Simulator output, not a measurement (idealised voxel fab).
process module | voxel gate over fins
cross-section cut | 250 nm wide | cells 5 nm
A cross-section is a grid of square cells, given in bands from the top down. A band is one or more rows of cells.
Each band's line starts with the height of the band's top and of its bottom, in nm. Then come its materials from left to right, each with its width in nm. One material with "throughout" fills the band from edge to edge. "air" is empty space.
Height 0 is the level under which the wafer as received is all one material. The lowest band goes on downwards, as in "0 down".
A width such as "30 to 40" changes by the same amount from each row of cells to the next, from the band's top row to its bottom row.
"no change" after a step means that no cell of the cross-section changed.
closed voids: empty space of 8 cells or more with no open way to the top, each as width x height at its distance from the left edge, in nm
after a step's settings: what the simulator itself notes on the step
overlay nm, on a step with a mask: how far to the right of its planned place the mask lay; to the left if negative
plan
1 op RECEIVE | material Si
2 op CONFORMAL_DEP | material SiN | thk nm 10
3 op PATTERN | tone cover | mask id FINS | material resist | width nm 15 | pitch nm 35 | thk nm 20 | overlay nm 0
4 op DIRECTIONAL_ETCH | etch materials SiN | depth nm 10
5 op DIRECTIONAL_ETCH | etch materials Si | depth nm 25
6 op STRIP | etch materials resist
7 op FILL_DEP | material SiO2 | thk nm 10
8 op CMP | height nm 10
9 op SELECTIVE_ETCH | etch materials SiO2 | depth nm 25
10 op STRIP | etch materials SiN
11 op CONFORMAL_DEP | material HfO2 | thk nm 5
12 op CONFORMAL_DEP | material TiN | thk nm 5
13 op CONFORMAL_DEP | material TiAl | thk nm 5
14 op CONFORMAL_DEP | material TiN | thk nm 5
15 op FILL_DEP | material W | thk nm 10
16 op CMP | height nm 25
17 op CONFORMAL_DEP | material SiN | thk nm 5
varied across the wafers: depth nm of step 5. The plan shows the first wafer's value. All wafers start alike
first wafer as received, after step 1
  0 down: Si throughout
  closed voids: none
each wafer at the end: cells of each material gained (+) or lost (-) since it was received, then its closed voids
depth nm 25 | +62 HfO2 | -220 Si | +50 SiN | +88 SiO2 | +56 TiAl | +118 TiN | +146 W | closed voids: none
depth nm 30 | +62 HfO2 | -264 Si | +50 SiN | +132 SiO2 | +56 TiAl | +118 TiN | +146 W | closed voids: none
depth nm 35 | +62 HfO2 | -308 Si | +50 SiN | +176 SiO2 | +56 TiAl | +118 TiN | +146 W | closed voids: none
depth nm 40 | +62 HfO2 | -352 Si | +50 SiN | +220 SiO2 | +56 TiAl | +118 TiN | +146 W | closed voids: none
depth nm 45 | +62 HfO2 | -396 Si | +50 SiN | +264 SiO2 | +56 TiAl | +118 TiN | +146 W | closed voids: none
depth nm 50 | +62 HfO2 | -440 Si | +50 SiN | +308 SiO2 | +56 TiAl | +118 TiN | +146 W | closed voids: none
